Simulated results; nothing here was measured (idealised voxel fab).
process module | voxel tone inversion
cross-section cut | 180 nm wide | cells 5 nm
A cross-section is a grid of square cells, given in bands from the top down. A band is one or more rows of cells.
Each band's line starts with the height of the band's top and of its bottom, in nm. Then come its materials from left to right, each with its width in nm. One material with "throughout" fills the band from edge to edge. "air" is empty space.
Height 0 is the level under which the wafer as received is all one material. The lowest band goes on downwards, as in "0 down".
A width such as "30 to 40" changes by the same amount from each row of cells to the next, from the band's top row to its bottom row.
"no change" after a step means that no cell of the cross-section changed.
closed voids: empty space of 8 cells or more with no open way to the top, each as width x height at its distance from the left edge, in nm
after a step's settings: what the simulator itself notes on the step
overlay nm, on a step with a mask: how far to the right of its planned place the mask lay; to the left if negative
Each pair below shows a cross-section before one step and the cross-section after it, down to the lowest band that changed. The line under each pair gives the step between them, with its settings. The pairs can come from different runs of this module on the same starting wafer, so a pair continues from the pair above only where its "before" says so.
before
  0 down: Si throughout
  closed voids: none
after
  5 to 0: SiN throughout
  below 0: unchanged
  closed voids: none
the step between: op CONFORMAL_DEP | material SiN | thk nm 5
before: the cross-section after the pair above
after
  20 to 5: aC throughout
  below 5: unchanged
  closed voids: none
the step between: op DIRECTIONAL_DEP | material aC | thk nm 15
before: the cross-section after the pair above
after
  40 to 20: air 40 | resist 15 | air 25 | resist 15 | air 25 | resist 15 | air 45
  below 20: unchanged
  closed voids: none
the step between: op PATTERN | tone cover | mask id POSTS | material resist | width nm 15 | pitch nm 40 | thk nm 20 | overlay nm 0
before: the cross-section after the pair above
after
  25 to 20: air 40 | resist 15 | air 25 | resist 15 | air 25 | resist 15 | air 45
  20 to 5: air 40 | aC 15 | air 25 | aC 15 | air 25 | aC 15 | air 45
  below 5: unchanged
  closed voids: none
the step between: op DIRECTIONAL_ETCH | etch materials aC | depth nm 15
before: the cross-section after the pair above
after
  20 to 5: air 40 | aC 15 | air 25 | aC 15 | air 25 | aC 15 | air 45
  below 5: unchanged
  closed voids: none
the step between: op STRIP | etch materials resist
before: the cross-section after the pair above
after
  25 to 20: SiO2 throughout
  20 to 5: SiO2 40 | aC 15 | SiO2 25 | aC 15 | SiO2 25 | aC 15 | SiO2 45
  below 5: unchanged
  closed voids: none
the step between: op FILL_DEP | material SiO2 | thk nm 5
before: the cross-section after the pair above
after
  20 to 5: SiO2 40 | aC 15 | SiO2 25 | aC 15 | SiO2 25 | aC 15 | SiO2 45
  below 5: unchanged
  closed voids: none
the step between: op CMP | height nm 20
before: the cross-section after the pair above
after
  20 to 5: SiO2 40 | air 15 | SiO2 25 | air 15 | SiO2 25 | air 15 | SiO2 45
  below 5: unchanged
  closed voids: none
the step between: op STRIP | etch materials aC
before
  0 down: Si throughout
  closed voids: none
after
  15 to 0: aC throughout
  below 0: unchanged
  closed voids: none
the step between: op DIRECTIONAL_DEP | material aC | thk nm 15
before: the cross-section after the pair above
after
  35 to 15: air 40 | resist 15 | air 25 | resist 15 | air 25 | resist 15 | air 45
  below 15: unchanged
  closed voids: none
the step between: op PATTERN | tone cover | mask id POSTS | material resist | width nm 15 | pitch nm 40 | thk nm 20 | overlay nm 0
before: the cross-section after the pair above
after
  20 to 15: air 40 | resist 15 | air 25 | resist 15 | air 25 | resist 15 | air 45
  15 to 0: air 40 | aC 15 | air 25 | aC 15 | air 25 | aC 15 | air 45
  below 0: unchanged
  closed voids: none
the step between: op DIRECTIONAL_ETCH | etch materials aC | depth nm 15
before: the cross-section after the pair above
after
  15 to 0: air 40 | aC 15 | air 25 | aC 15 | air 25 | aC 15 | air 45
  below 0: unchanged
  closed voids: none
the step between: op STRIP | etch materials resist
before: the cross-section after the pair above
after
  20 to 15: SiO2 throughout
  15 to 0: SiO2 40 | aC 15 | SiO2 25 | aC 15 | SiO2 25 | aC 15 | SiO2 45
  below 0: unchanged
  closed voids: none
the step between: op FILL_DEP | material SiO2 | thk nm 5
before
  15 to 0: aC throughout
  0 down: Si throughout
  closed voids: none
after
  20 to 15: SiN throughout
  below 15: unchanged
  closed voids: none
the step between: op CONFORMAL_DEP | material SiN | thk nm 5
before: the cross-section after the pair above
after
  40 to 20: air 40 | resist 15 | air 25 | resist 15 | air 25 | resist 15 | air 45
  below 20: unchanged
  closed voids: none
the step between: op PATTERN | tone cover | mask id POSTS | material resist | width nm 15 | pitch nm 40 | thk nm 20 | overlay nm 0
before: the cross-section after the pair above
after
  25 to 20: air 40 | resist 15 | air 25 | resist 15 | air 25 | resist 15 | air 45
  below 20: unchanged
  closed voids: none
the step between: op DIRECTIONAL_ETCH | etch materials aC | depth nm 15
before: the cross-section after the pair above
after
  20 to 15: SiN throughout
  below 15: unchanged
  closed voids: none
the step between: op STRIP | etch materials resist
before: the cross-section after the pair above
after
  25 to 20: SiO2 throughout
  below 20: unchanged
  closed voids: none
the step between: op FILL_DEP | material SiO2 | thk nm 5
before: the cross-section after the pair above
after
  20 to 15: SiN throughout
  below 15: unchanged
  closed voids: none
the step between: op CMP | height nm 20
before
  25 to 20: SiO2 throughout
  20 to 5: SiO2 40 | aC 15 | SiO2 25 | aC 15 | SiO2 25 | aC 15 | SiO2 45
  5 to 0: SiN throughout
  0 down: Si throughout
  closed voids: none
after
  10 to 5: SiO2 40 | aC 15 | SiO2 25 | aC 15 | SiO2 25 | aC 15 | SiO2 45
  below 5: unchanged
  closed voids: none
the step between: op CMP | height nm 10
before: the cross-section after the pair above
after
  10 to 5: SiO2 40 | air 15 | SiO2 25 | air 15 | SiO2 25 | air 15 | SiO2 45
  below 5: unchanged
  closed voids: none
the step between: op STRIP | etch materials aC
before
  20 to 5: aC throughout
  5 to 0: SiN throughout
  0 down: Si throughout
  closed voids: none
after
  40 to 20: air 35 | resist 25 | air 15 | resist 25 | air 15 | resist 25 | air 40
  below 20: unchanged
  closed voids: none
the step between: op PATTERN | tone cover | mask id POSTS | material resist | width nm 25 | pitch nm 40 | thk nm 20 | overlay nm 0
before: the cross-section after the pair above
after
  25 to 20: air 35 | resist 25 | air 15 | resist 25 | air 15 | resist 25 | air 40
  20 to 5: air 35 | aC 25 | air 15 | aC 25 | air 15 | aC 25 | air 40
  below 5: unchanged
  closed voids: none
the step between: op DIRECTIONAL_ETCH | etch materials aC | depth nm 15
before: the cross-section after the pair above
after
  20 to 5: air 35 | aC 25 | air 15 | aC 25 | air 15 | aC 25 | air 40
  below 5: unchanged
  closed voids: none
the step between: op STRIP | etch materials resist
before: the cross-section after the pair above
after
  25 to 20: SiO2 throughout
  20 to 5: SiO2 35 | aC 25 | SiO2 15 | aC 25 | SiO2 15 | aC 25 | SiO2 40
  below 5: unchanged
  closed voids: none
the step between: op FILL_DEP | material SiO2 | thk nm 5
before: the cross-section after the pair above
after
  20 to 5: SiO2 35 | aC 25 | SiO2 15 | aC 25 | SiO2 15 | aC 25 | SiO2 40
  below 5: unchanged
  closed voids: none
the step between: op CMP | height nm 20
before: the cross-section after the pair above
after
  20 to 5: SiO2 35 | air 25 | SiO2 15 | air 25 | SiO2 15 | air 25 | SiO2 40
  below 5: unchanged
  closed voids: none
the step between: op STRIP | etch materials aC
before
  20 to 5: aC throughout
  5 to 0: SiN throughout
  0 down: Si throughout
  closed voids: none
after
  40 to 20: air 50 | resist 15 | air 25 | resist 15 | air 25 | resist 15 | air 35
  below 20: unchanged
  closed voids: none
the step between: op PATTERN | tone cover | mask id POSTS | material resist | width nm 15 | pitch nm 40 | thk nm 20 | overlay nm 10
before: the cross-section after the pair above
after
  25 to 20: air 50 | resist 15 | air 25 | resist 15 | air 25 | resist 15 | air 35
  20 to 5: air 50 | aC 15 | air 25 | aC 15 | air 25 | aC 15 | air 35
  below 5: unchanged
  closed voids: none
the step between: op DIRECTIONAL_ETCH | etch materials aC | depth nm 15
before: the cross-section after the pair above
after
  20 to 5: air 50 | aC 15 | air 25 | aC 15 | air 25 | aC 15 | air 35
  below 5: unchanged
  closed voids: none
the step between: op STRIP | etch materials resist
before: the cross-section after the pair above
after
  25 to 20: SiO2 throughout
  20 to 5: SiO2 50 | aC 15 | SiO2 25 | aC 15 | SiO2 25 | aC 15 | SiO2 35
  below 5: unchanged
  closed voids: none
the step between: op FILL_DEP | material SiO2 | thk nm 5
before: the cross-section after the pair above
after
  20 to 5: SiO2 50 | aC 15 | SiO2 25 | aC 15 | SiO2 25 | aC 15 | SiO2 35
  below 5: unchanged
  closed voids: none
the step between: op CMP | height nm 20
before: the cross-section after the pair above
after
  20 to 5: SiO2 50 | air 15 | SiO2 25 | air 15 | SiO2 25 | air 15 | SiO2 35
  below 5: unchanged
  closed voids: none
the step between: op STRIP | etch materials aC
before
  5 to 0: SiN throughout
  0 down: Si throughout
  closed voids: none
after
  20 to 5: SiO2 throughout
  below 5: unchanged
  closed voids: none
the step between: op DIRECTIONAL_DEP | material SiO2 | thk nm 15
before: the cross-section after the pair above
after
  40 to 20: air 40 | resist 15 | air 25 | resist 15 | air 25 | resist 15 | air 45
  below 20: unchanged
  closed voids: none
the step between: op PATTERN | tone cover | mask id POSTS | material resist | width nm 15 | pitch nm 40 | thk nm 20 | overlay nm 0
before: the cross-section after the pair above
after
  25 to 20: air 40 | resist 15 | air 25 | resist 15 | air 25 | resist 15 | air 45
  below 20: unchanged
  closed voids: none
the step between: op DIRECTIONAL_ETCH | etch materials aC | depth nm 15
before: the cross-section after the pair above
after
  20 to 5: SiO2 throughout
  below 5: unchanged
  closed voids: none
the step between: op STRIP | etch materials resist
before: the cross-section after the pair above
after
  25 to 5: SiO2 throughout
  below 5: unchanged
  closed voids: none
the step between: op FILL_DEP | material SiO2 | thk nm 5
before: the cross-section after the pair above
after
  20 to 5: SiO2 throughout
  below 5: unchanged
  closed voids: none
the step between: op CMP | height nm 20
before
  20 to 5: aC throughout
  5 to 0: SiN throughout
  0 down: Si throughout
  closed voids: none
after
  40 to 20: resist 40 | air 15 | resist 25 | air 15 | resist 25 | air 15 | resist 45
  below 20: unchanged
  closed voids: none
the step between: op PATTERN | tone open | mask id POSTS | material resist | width nm 15 | pitch nm 40 | thk nm 20 | overlay nm 0
before: the cross-section after the pair above
after
  25 to 20: resist 40 | air 15 | resist 25 | air 15 | resist 25 | air 15 | resist 45
  20 to 5: aC 40 | air 15 | aC 25 | air 15 | aC 25 | air 15 | aC 45
  below 5: unchanged
  closed voids: none
the step between: op DIRECTIONAL_ETCH | etch materials aC | depth nm 15
before: the cross-section after the pair above
after
  20 to 5: aC 40 | air 15 | aC 25 | air 15 | aC 25 | air 15 | aC 45
  below 5: unchanged
  closed voids: none
the step between: op STRIP | etch materials resist
before: the cross-section after the pair above
after
  25 to 20: SiO2 throughout
  20 to 5: aC 40 | SiO2 15 | aC 25 | SiO2 15 | aC 25 | SiO2 15 | aC 45
  below 5: unchanged
  closed voids: none
the step between: op FILL_DEP | material SiO2 | thk nm 5
before: the cross-section after the pair above
after
  20 to 5: aC 40 | SiO2 15 | aC 25 | SiO2 15 | aC 25 | SiO2 15 | aC 45
  below 5: unchanged
  closed voids: none
the step between: op CMP | height nm 20
before: the cross-section after the pair above
after
  20 to 5: air 40 | SiO2 15 | air 25 | SiO2 15 | air 25 | SiO2 15 | air 45
  below 5: unchanged
  closed voids: none
the step between: op STRIP | etch materials aC
